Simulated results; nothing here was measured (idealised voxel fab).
process module | voxel released beams
cross-section cut | 185 nm wide | cells 5 nm
A cross-section is a grid of square cells, given in bands from the top down. A band is one or more rows of cells.
Each band's line starts with the height of the band's top and of its bottom, in nm. Then come its materials from left to right, each with its width in nm. One material with "throughout" fills the band from edge to edge. "air" is empty space.
Height 0 is the level under which the wafer as received is all one material. The lowest band goes on downwards, as in "0 down".
A width such as "30 to 40" changes by the same amount from each row of cells to the next, from the band's top row to its bottom row.
"no change" after a step means that no cell of the cross-section changed.
closed voids: empty space of 8 cells or more with no open way to the top, each as width x height at its distance from the left edge, in nm
after a step's settings: what the simulator itself notes on the step
overlay nm, on a step with a mask: how far to the right of its planned place the mask lay; to the left if negative
plan
1 op RECEIVE | material Si
2 op CONFORMAL_DEP | material Al2O3 | thk nm 10
3 op DIRECTIONAL_DEP | material SiO2 | thk nm 20
4 op DIRECTIONAL_DEP | material aC | thk nm 10
5 op PATTERN | tone open | mask id ANCHOR | material resist | width nm 45 | thk nm 30 | overlay nm 0
6 op DIRECTIONAL_ETCH | etch materials aC | depth nm 10
7 op STRIP | etch materials resist
8 op DIRECTIONAL_ETCH | etch materials SiO2 | depth nm 20
9 op STRIP | etch materials aC
10 op CONFORMAL_DEP | material polySi | thk nm 15
11 op MASKED_ETCH | tone cover | mask id BEAM | width nm 110 | etch materials polySi | depth nm 15 | overlay nm 0
12 op STRIP | etch materials SiO2
as received, after step 1
  0 down: Si throughout
  closed voids: none
first wafer at the end, as planned
  45 to 30: air 35 | polySi 20 | air 15 | polySi 75 | air 40
  30 to 25: air 40 | polySi 15 | air 15 | polySi 15 | air 100
  25 to 10: air 40 | polySi 45 | air 100
  10 to 0: Al2O3 throughout
  0 down: Si throughout
  closed voids: none
second wafer at the end: like start, like plan, one mistake
  45 to 30: air 35 | polySi 25 | air 15 | polySi 70 | air 40
  30 to 25: air 45 | polySi 15 | air 15 | polySi 15 | air 95
  25 to 10: air 45 | polySi 45 | air 95
  10 to 0: Al2O3 throughout
  0 down: Si throughout
  closed voids: none
what went wrong: step 5 ran as: op PATTERN | tone open | mask id ANCHOR | material resist | width nm 45 | thk nm 30 | overlay nm 5
at the end the second wafer has, in cells: as many of each material as the first, in other places
